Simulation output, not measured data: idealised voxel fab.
process module | voxel plated lines
cross-section cut | 300 nm wide | cells 5 nm
A cross-section is a grid of square cells, given in bands from the top down. A band is one or more rows of cells.
Each band's line starts with the height of the band's top and of its bottom, in nm. Then come its materials from left to right, each with its width in nm. One material with "throughout" fills the band from edge to edge. "air" is empty space.
Height 0 is the level under which the wafer as received is all one material. The lowest band goes on downwards, as in "0 down".
A width such as "30 to 40" changes by the same amount from each row of cells to the next, from the band's top row to its bottom row.
"no change" after a step means that no cell of the cross-section changed.
closed voids: empty space of 8 cells or more with no open way to the top, each as width x height at its distance from the left edge, in nm
after a step's settings: what the simulator itself notes on the step
overlay nm, on a step with a mask: how far to the right of its planned place the mask lay; to the left if negative
plan
1 op RECEIVE | material Si
2 op CONFORMAL_DEP | material Al2O3 | thk nm 15
3 op DIRECTIONAL_DEP | material TiN | thk nm 5
4 op PATTERN | tone open | mask id LINES | material resist | width nm 25 | pitch nm 55 | thk nm 35 | overlay nm 0
5 op EPI | material Ru | thk nm 5
6 op EPI | material Ru | thk nm 5
7 op EPI | material Ru | thk nm 5
8 op STRIP | etch materials resist
9 op DIRECTIONAL_ETCH | etch materials TiN | depth nm 5
10 op CONFORMAL_DEP | material SiN | thk nm 10
first wafer, as planned
as received, after step 1
  0 down: Si throughout
  closed voids: none
after step 2
  15 to 0: Al2O3 throughout
  below 0: unchanged
after step 3
  20 to 15: TiN throughout
  below 15: unchanged
after step 4
  55 to 20: resist 110 | air 25 | resist 30 | air 25 | resist 110
  below 20: unchanged
after step 5
  55 to 25: resist 110 | air 25 | resist 30 | air 25 | resist 110
  25 to 20: resist 110 | Ru 25 | resist 30 | Ru 25 | resist 110
  below 20: unchanged
after step 6
  55 to 30: resist 110 | air 25 | resist 30 | air 25 | resist 110
  30 to 20: resist 110 | Ru 25 | resist 30 | Ru 25 | resist 110
  below 20: unchanged
after step 7
  55 to 35: resist 110 | air 25 | resist 30 | air 25 | resist 110
  35 to 20: resist 110 | Ru 25 | resist 30 | Ru 25 | resist 110
  below 20: unchanged
after step 8
  35 to 20: air 110 | Ru 25 | air 30 | Ru 25 | air 110
  below 20: unchanged
after step 9
  35 to 20: air 110 | Ru 25 | air 30 | Ru 25 | air 110
  20 to 15: air 110 | TiN 25 | air 30 | TiN 25 | air 110
  below 15: unchanged
after step 10
  45 to 35: air 100 | SiN 45 | air 10 | SiN 45 | air 100
  35 to 25: air 100 | SiN 10 | Ru 25 | SiN 10 | air 10 | SiN 10 | Ru 25 | SiN 10 | air 100
  25 to 20: SiN 110 | Ru 25 | SiN 30 | Ru 25 | SiN 110
  20 to 15: SiN 110 | TiN 25 | SiN 30 | TiN 25 | SiN 110
  below 15: unchanged
second wafer: like start, like plan, one mistake. Through step 1 it matches the first wafer
when step 2 should have ended
  5 to 0: TiN throughout
  below 0: unchanged
when step 3 should have ended
  20 to 5: Al2O3 throughout
  below 5: unchanged
when step 4 should have ended
  55 to 20: resist 110 | air 25 | resist 30 | air 25 | resist 110
  below 20: unchanged
when step 5 should have ended: no change
when step 6 should have ended: no change
when step 7 should have ended: no change
when step 8 should have ended
  20 to 5: Al2O3 throughout
  below 5: unchanged
when step 9 should have ended: no change
when step 10 should have ended
  30 to 20: SiN throughout
  below 20: unchanged
what went wrong: steps 2 and 3 were swapped
at the end the second wafer has, in cells: 30 fewer of Ru | 32 fewer of SiN | 50 more of TiN
